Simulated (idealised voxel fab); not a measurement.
Title: Process Module voxel trench capacitor
The cross-section shown here is cut; it is 300 nm wide and divided into square cells measuring 5 nm on a side.
Reading order for cross-sections: top band down to bottom band. Underlying form: a grid of square cells. Band size: one or more rows of cells. Quick guide to a band line: top height, bottom height (nm) up front; then every material left to right with its width in nm. Only one material and it's marked "full width"? Then it fills the band edge to edge. And "empty" just means empty space. Heights from 0 (as-received wafer is one material below). Bottom band endless downward, as "top 0, no bottom". Per-row width for "30->40": begins at first number (top row of band), ends at second number (bottom row), increment between rows held constant. Reading "remained the same" for a step: not a cell of the cross-section changed in it. Heads up: "Enclosed cavity list" only lists the empty pockets with no open path to the top that are 8 cells or more, and it writes them as width x height at distance, distance from the left edge, in nm. after a step's settings: what the simulator itself notes on the step. You can add "overlay nm" to a step's line. For a step with a mask, it describes how far the mask lay to the right of its planned position, and a negative number describes a lay to the left. Below you will find pairs of cross-sections. In each, one shows the wafer before one process step and the other after it, with the after view ending at the lowest band that changed. Under each pair is the step separating them, along with its settings. Do not assume the pairs form a chain: they can come from different runs of this module on the same starting wafer, and a pair continues from the pair above it only when its "Pre-step" entry says so.
-- Pre-step
    top 10, bottom 0 | 50 nm SiN | 30 nm empty | 25 nm SiN | 30 nm empty | 25 nm SiN | 30 nm empty | 25 nm SiN | 30 nm empty | 55 nm SiN
    top 0, no bottom | Si full width
    Enclosed cavity list: none
-- Post-Process Section
    top 10, bottom 0 | 50 nm SiN | 30 nm empty | 25 nm SiN | 30 nm empty | 25 nm SiN | 30 nm empty | 25 nm SiN | 30 nm empty | 55 nm SiN
    top 0, bottom -30 | 55 nm Si | 20 nm empty | 35 nm Si | 20 nm empty | 35 nm Si | 20 nm empty | 35 nm Si | 20 nm empty | 60 nm Si
    below -30: unchanged
    Enclosed cavity list: none
So what happened between those two cross-sections up there? MASKED_ETCH,tone open,mask id TRENCH,width nm 20,pitch nm 55,etch materials Si,depth nm 30,overlay nm 0
Pre-step: For the state before this step, see the after cross-section of the pair located directly above.
-- Post-Process Section
    top 15, bottom 10 | 55 nm HfO2 | 20 nm empty | 35 nm HfO2 | 20 nm empty | 35 nm HfO2 | 20 nm empty | 35 nm HfO2 | 20 nm empty | 60 nm HfO2
    top 10, bottom 0 | 50 nm SiN | 5->10 nm HfO2 | 20->10 nm empty | 5->10 nm HfO2 | 25 nm SiN | 5->10 nm HfO2 | 20->10 nm empty | 5->10 nm HfO2 | 25 nm SiN | 5->10 nm HfO2 | 20->10 nm empty | 5->10 nm HfO2 | 25 nm SiN | 5->10 nm HfO2 | 20->10 nm empty | 5->10 nm HfO2 | 55 nm SiN
    top 0, bottom -25 | 55 nm Si | 5 nm HfO2 | 10 nm empty | 5 nm HfO2 | 35 nm Si | 5 nm HfO2 | 10 nm empty | 5 nm HfO2 | 35 nm Si | 5 nm HfO2 | 10 nm empty | 5 nm HfO2 | 35 nm Si | 5 nm HfO2 | 10 nm empty | 5 nm HfO2 | 60 nm Si
    top -25, bottom -30 | 55 nm Si | 20 nm HfO2 | 35 nm Si | 20 nm HfO2 | 35 nm Si | 20 nm HfO2 | 35 nm Si | 20 nm HfO2 | 60 nm Si
    below -30: unchanged
    Enclosed cavity list: none
So what happened between those two cross-sections up there? CONFORMAL_DEP,material HfO2,thk nm 5
Pre-step: For the state before this step, see the after cross-section of the pair located directly above.
-- Post-Process Section
    top 20, bottom 15 | 60 nm TiN | 10 nm empty | 45 nm TiN | 10 nm empty | 45 nm TiN | 10 nm empty | 45 nm TiN | 10 nm empty | 65 nm TiN
    top 15, bottom 10 | 55 nm HfO2 | 5 nm TiN | 10 nm empty | 5 nm TiN | 35 nm HfO2 | 5 nm TiN | 10 nm empty | 5 nm TiN | 35 nm HfO2 | 5 nm TiN | 10 nm empty | 5 nm TiN | 35 nm HfO2 | 5 nm TiN | 10 nm empty | 5 nm TiN | 60 nm HfO2
    top 10, bottom 0 | 50 nm SiN | 5->10 nm HfO2 | 20->10 nm TiN | 5->10 nm HfO2 | 25 nm SiN | 5->10 nm HfO2 | 20->10 nm TiN | 5->10 nm HfO2 | 25 nm SiN | 5->10 nm HfO2 | 20->10 nm TiN | 5->10 nm HfO2 | 25 nm SiN | 5->10 nm HfO2 | 20->10 nm TiN | 5->10 nm HfO2 | 55 nm SiN
    top 0, bottom -25 | 55 nm Si | 5 nm HfO2 | 10 nm TiN | 5 nm HfO2 | 35 nm Si | 5 nm HfO2 | 10 nm TiN | 5 nm HfO2 | 35 nm Si | 5 nm HfO2 | 10 nm TiN | 5 nm HfO2 | 35 nm Si | 5 nm HfO2 | 10 nm TiN | 5 nm HfO2 | 60 nm Si
    below -25: unchanged
    Enclosed cavity list: none
So what happened between those two cross-sections up there? CONFORMAL_DEP,material TiN,thk nm 5
Pre-step: For the state before this step, see the after cross-section of the pair located directly above.
-- Post-Process Section
    top 30, bottom 20 | W full width
    top 20, bottom 15 | 60 nm TiN | 10 nm W | 45 nm TiN | 10 nm W | 45 nm TiN | 10 nm W | 45 nm TiN | 10 nm W | 65 nm TiN
    top 15, bottom 10 | 55 nm HfO2 | 5 nm TiN | 10 nm W | 5 nm TiN | 35 nm HfO2 | 5 nm TiN | 10 nm W | 5 nm TiN | 35 nm HfO2 | 5 nm TiN | 10 nm W | 5 nm TiN | 35 nm HfO2 | 5 nm TiN | 10 nm W | 5 nm TiN | 60 nm HfO2
    below 10: unchanged
    Enclosed cavity list: none
So what happened between those two cross-sections up there? FILL_DEP,material W,thk nm 10
Pre-step: For the state before this step, see the after cross-section of the pair located directly above.
-- Post-Process Section
    top 10, bottom 0 | 50 nm SiN | 5->10 nm HfO2 | 20->10 nm TiN | 5->10 nm HfO2 | 25 nm SiN | 5->10 nm HfO2 | 20->10 nm TiN | 5->10 nm HfO2 | 25 nm SiN | 5->10 nm HfO2 | 20->10 nm TiN | 5->10 nm HfO2 | 25 nm SiN | 5->10 nm HfO2 | 20->10 nm TiN | 5->10 nm HfO2 | 55 nm SiN
    below 0: unchanged
    Enclosed cavity list: none
So what happened between those two cross-sections up there? CMP,height nm 10
-- Pre-step
    top 10, bottom 0 | SiN full width
    top 0, no bottom | Si full width
    Enclosed cavity list: none
-- Post-Process Section
    top 10, bottom 0 | 60 nm SiN | 30 nm empty | 25 nm SiN | 30 nm empty | 25 nm SiN | 30 nm empty | 25 nm SiN | 30 nm empty | 45 nm SiN
    below 0: unchanged
    Enclosed cavity list: none
So what happened between those two cross-sections up there? MASKED_ETCH,tone open,mask id TRENCH,width nm 30,pitch nm 55,etch materials SiN,depth nm 10,overlay nm 10
Pre-step: For the state before this step, see the after cross-section of the pair located directly above.
-- Post-Process Section
    top 10, bottom 0 | 60 nm SiN | 30 nm empty | 25 nm SiN | 30 nm empty | 25 nm SiN | 30 nm empty | 25 nm SiN | 30 nm empty | 45 nm SiN
    top 0, bottom -30 | 60 nm Si | 20 nm empty | 35 nm Si | 20 nm empty | 35 nm Si | 20 nm empty | 35 nm Si | 20 nm empty | 55 nm Si
    below -30: unchanged
    Enclosed cavity list: none
So what happened between those two cross-sections up there? MASKED_ETCH,tone open,mask id TRENCH,width nm 30,pitch nm 55,etch materials Si,depth nm 30,overlay nm 0
Pre-step: For the state before this step, see the after cross-section of the pair located directly above.
-- Post-Process Section
    top 15, bottom 10 | 65 nm HfO2 | 20 nm empty | 35 nm HfO2 | 20 nm empty | 35 nm HfO2 | 20 nm empty | 35 nm HfO2 | 20 nm empty | 50 nm HfO2
    top 10, bottom 0 | 60 nm SiN | 5 nm HfO2 | 20->10 nm empty | 5->15 nm HfO2 | 25 nm SiN | 5 nm HfO2 | 20->10 nm empty | 5->15 nm HfO2 | 25 nm SiN | 5 nm HfO2 | 20->10 nm empty | 5->15 nm HfO2 | 25 nm SiN | 5 nm HfO2 | 20->10 nm empty | 5->15 nm HfO2 | 45 nm SiN
    top 0, bottom -25 | 60 nm Si | 5 nm HfO2 | 10 nm empty | 5 nm HfO2 | 35 nm Si | 5 nm HfO2 | 10 nm empty | 5 nm HfO2 | 35 nm Si | 5 nm HfO2 | 10 nm empty | 5 nm HfO2 | 35 nm Si | 5 nm HfO2 | 10 nm empty | 5 nm HfO2 | 55 nm Si
    top -25, bottom -30 | 60 nm Si | 20 nm HfO2 | 35 nm Si | 20 nm HfO2 | 35 nm Si | 20 nm HfO2 | 35 nm Si | 20 nm HfO2 | 55 nm Si
    below -30: unchanged
    Enclosed cavity list: none
So what happened between those two cross-sections up there? CONFORMAL_DEP,material HfO2,thk nm 5
Pre-step: For the state before this step, see the after cross-section of the pair located directly above.
-- Post-Process Section
    top 20, bottom 15 | 70 nm TiN | 10 nm empty | 45 nm TiN | 10 nm empty | 45 nm TiN | 10 nm empty | 45 nm TiN | 10 nm empty | 55 nm TiN
    top 15, bottom 10 | 65 nm HfO2 | 5 nm TiN | 10 nm empty | 5 nm TiN | 35 nm HfO2 | 5 nm TiN | 10 nm empty | 5 nm TiN | 35 nm HfO2 | 5 nm TiN | 10 nm empty | 5 nm TiN | 35 nm HfO2 | 5 nm TiN | 10 nm empty | 5 nm TiN | 50 nm HfO2
    top 10, bottom 0 | 60 nm SiN | 5 nm HfO2 | 20->10 nm TiN | 5->15 nm HfO2 | 25 nm SiN | 5 nm HfO2 | 20->10 nm TiN | 5->15 nm HfO2 | 25 nm SiN | 5 nm HfO2 | 20->10 nm TiN | 5->15 nm HfO2 | 25 nm SiN | 5 nm HfO2 | 20->10 nm TiN | 5->15 nm HfO2 | 45 nm SiN
    top 0, bottom -25 | 60 nm Si | 5 nm HfO2 | 10 nm TiN | 5 nm HfO2 | 35 nm Si | 5 nm HfO2 | 10 nm TiN | 5 nm HfO2 | 35 nm Si | 5 nm HfO2 | 10 nm TiN | 5 nm HfO2 | 35 nm Si | 5 nm HfO2 | 10 nm TiN | 5 nm HfO2 | 55 nm Si
    below -25: unchanged
    Enclosed cavity list: none
So what happened between those two cross-sections up there? CONFORMAL_DEP,material TiN,thk nm 5
Pre-step: For the state before this step, see the after cross-section of the pair located directly above.
-- Post-Process Section
    top 30, bottom 20 | W full width
    top 20, bottom 15 | 70 nm TiN | 10 nm W | 45 nm TiN | 10 nm W | 45 nm TiN | 10 nm W | 45 nm TiN | 10 nm W | 55 nm TiN
    top 15, bottom 10 | 65 nm HfO2 | 5 nm TiN | 10 nm W | 5 nm TiN | 35 nm HfO2 | 5 nm TiN | 10 nm W | 5 nm TiN | 35 nm HfO2 | 5 nm TiN | 10 nm W | 5 nm TiN | 35 nm HfO2 | 5 nm TiN | 10 nm W | 5 nm TiN | 50 nm HfO2
    below 10: unchanged
    Enclosed cavity list: none
So what happened between those two cross-sections up there? FILL_DEP,material W,thk nm 10
Pre-step: For the state before this step, see the after cross-section of the pair located directly above.
-- Post-Process Section
    top 10, bottom 0 | 60 nm SiN | 5 nm HfO2 | 20->10 nm TiN | 5->15 nm HfO2 | 25 nm SiN | 5 nm HfO2 | 20->10 nm TiN | 5->15 nm HfO2 | 25 nm SiN | 5 nm HfO2 | 20->10 nm TiN | 5->15 nm HfO2 | 25 nm SiN | 5 nm HfO2 | 20->10 nm TiN | 5->15 nm HfO2 | 45 nm SiN
    below 0: unchanged
    Enclosed cavity list: none
So what happened between those two cross-sections up there? CMP,height nm 10
-- Pre-step
    top 0, no bottom | Si full width
    Enclosed cavity list: none
-- Post-Process Section
    top 10, bottom 0 | W full width
    below 0: unchanged
    Enclosed cavity list: none
So what happened between those two cross-sections up there? CONFORMAL_DEP,material W,thk nm 10
Pre-step: For the state before this step, see the after cross-section of the pair located directly above.
-- Post-Process Section
    top 15, bottom 10 | HfO2 full width
    below 10: unchanged
    Enclosed cavity list: none
So what happened between those two cross-sections up there? CONFORMAL_DEP,material HfO2,thk nm 5
Pre-step: For the state before this step, see the after cross-section of the pair located directly above.
-- Post-Process Section
    top 20, bottom 15 | TiN full width
    below 15: unchanged
    Enclosed cavity list: none
So what happened between those two cross-sections up there? CONFORMAL_DEP,material TiN,thk nm 5
Pre-step: For the state before this step, see the after cross-section of the pair located directly above.
-- Post-Process Section
    top 30, bottom 20 | W full width
    below 20: unchanged
    Enclosed cavity list: none
So what happened between those two cross-sections up there? FILL_DEP,material W,thk nm 10
Pre-step: For the state before this step, see the after cross-section of the pair located directly above.
-- Post-Process Section
    top 10, bottom 0 | W full width
    below 0: unchanged
    Enclosed cavity list: none
So what happened between those two cross-sections up there? CMP,height nm 10
-- Pre-step
    top 10, bottom 0 | SiN full width
    top 0, no bottom | Si full width
    Enclosed cavity list: none
-- Post-Process Section
    top 10, bottom 0 | 50 nm empty | 30 nm SiN | 25 nm empty | 30 nm SiN | 25 nm empty | 30 nm SiN | 25 nm empty | 30 nm SiN | 55 nm empty
    below 0: unchanged
    Enclosed cavity list: none
So what happened between those two cross-sections up there? MASKED_ETCH,tone cover,mask id TRENCH,width nm 30,pitch nm 55,etch materials SiN,depth nm 10,overlay nm 0
Pre-step: For the state before this step, see the after cross-section of the pair located directly above.
-- Post-Process Section
    top 15, bottom 10 | 45 nm empty | 40 nm HfO2 | 15 nm empty | 40 nm HfO2 | 15 nm empty | 40 nm HfO2 | 15 nm empty | 40 nm HfO2 | 50 nm empty
    top 10, bottom 5 | 45 nm empty | 5 nm HfO2 | 30 nm SiN | 5 nm HfO2 | 15 nm empty | 5 nm HfO2 | 30 nm SiN | 5 nm HfO2 | 15 nm empty | 5 nm HfO2 | 30 nm SiN | 5 nm HfO2 | 15 nm empty | 5 nm HfO2 | 30 nm SiN | 5 nm HfO2 | 50 nm empty
    top 5, bottom 0 | 50 nm HfO2 | 30 nm SiN | 25 nm HfO2 | 30 nm SiN | 25 nm HfO2 | 30 nm SiN | 25 nm HfO2 | 30 nm SiN | 55 nm HfO2
    below 0: unchanged
    Enclosed cavity list: none
So what happened between those two cross-sections up there? CONFORMAL_DEP,material HfO2,thk nm 5
Pre-step: For the state before this step, see the after cross-section of the pair located directly above.
-- Post-Process Section
    top 20, bottom 15 | 40 nm empty | 50 nm TiN | 5 nm empty | 50 nm TiN | 5 nm empty | 50 nm TiN | 5 nm empty | 50 nm TiN | 45 nm empty
    top 15, bottom 10 | 40 nm empty | 5 nm TiN | 40 nm HfO2 | 5 nm TiN | 5 nm empty | 5 nm TiN | 40 nm HfO2 | 5 nm TiN | 5 nm empty | 5 nm TiN | 40 nm HfO2 | 5 nm TiN | 5 nm empty | 5 nm TiN | 40 nm HfO2 | 5 nm TiN | 45 nm empty
    top 10, bottom 5 | 45 nm TiN | 5 nm HfO2 | 30 nm SiN | 5 nm HfO2 | 15 nm TiN | 5 nm HfO2 | 30 nm SiN | 5 nm HfO2 | 15 nm TiN | 5 nm HfO2 | 30 nm SiN | 5 nm HfO2 | 15 nm TiN | 5 nm HfO2 | 30 nm SiN | 5 nm HfO2 | 50 nm TiN
    below 5: unchanged
    Enclosed cavity list: none
So what happened between those two cross-sections up there? CONFORMAL_DEP,material TiN,thk nm 5
Pre-step: For the state before this step, see the after cross-section of the pair located directly above.
-- Post-Process Section
    top 30, bottom 20 | W full width
    top 20, bottom 15 | 40 nm W | 50 nm TiN | 5 nm W | 50 nm TiN | 5 nm W | 50 nm TiN | 5 nm W | 50 nm TiN | 45 nm W
    top 15, bottom 10 | 40 nm W | 5 nm TiN | 40 nm HfO2 | 5 nm TiN | 5 nm W | 5 nm TiN | 40 nm HfO2 | 5 nm TiN | 5 nm W | 5 nm TiN | 40 nm HfO2 | 5 nm TiN | 5 nm W | 5 nm TiN | 40 nm HfO2 | 5 nm TiN | 45 nm W
    below 10: unchanged
    Enclosed cavity list: none
So what happened between those two cross-sections up there? FILL_DEP,material W,thk nm 10
Pre-step: For the state before this step, see the after cross-section of the pair located directly above.
-- Post-Process Section
    top 10, bottom 5 | 45 nm TiN | 5 nm HfO2 | 30 nm SiN | 5 nm HfO2 | 15 nm TiN | 5 nm HfO2 | 30 nm SiN | 5 nm HfO2 | 15 nm TiN | 5 nm HfO2 | 30 nm SiN | 5 nm HfO2 | 15 nm TiN | 5 nm HfO2 | 30 nm SiN | 5 nm HfO2 | 50 nm TiN
    below 5: unchanged
    Enclosed cavity list: none
So what happened between those two cross-sections up there? CMP,height nm 10
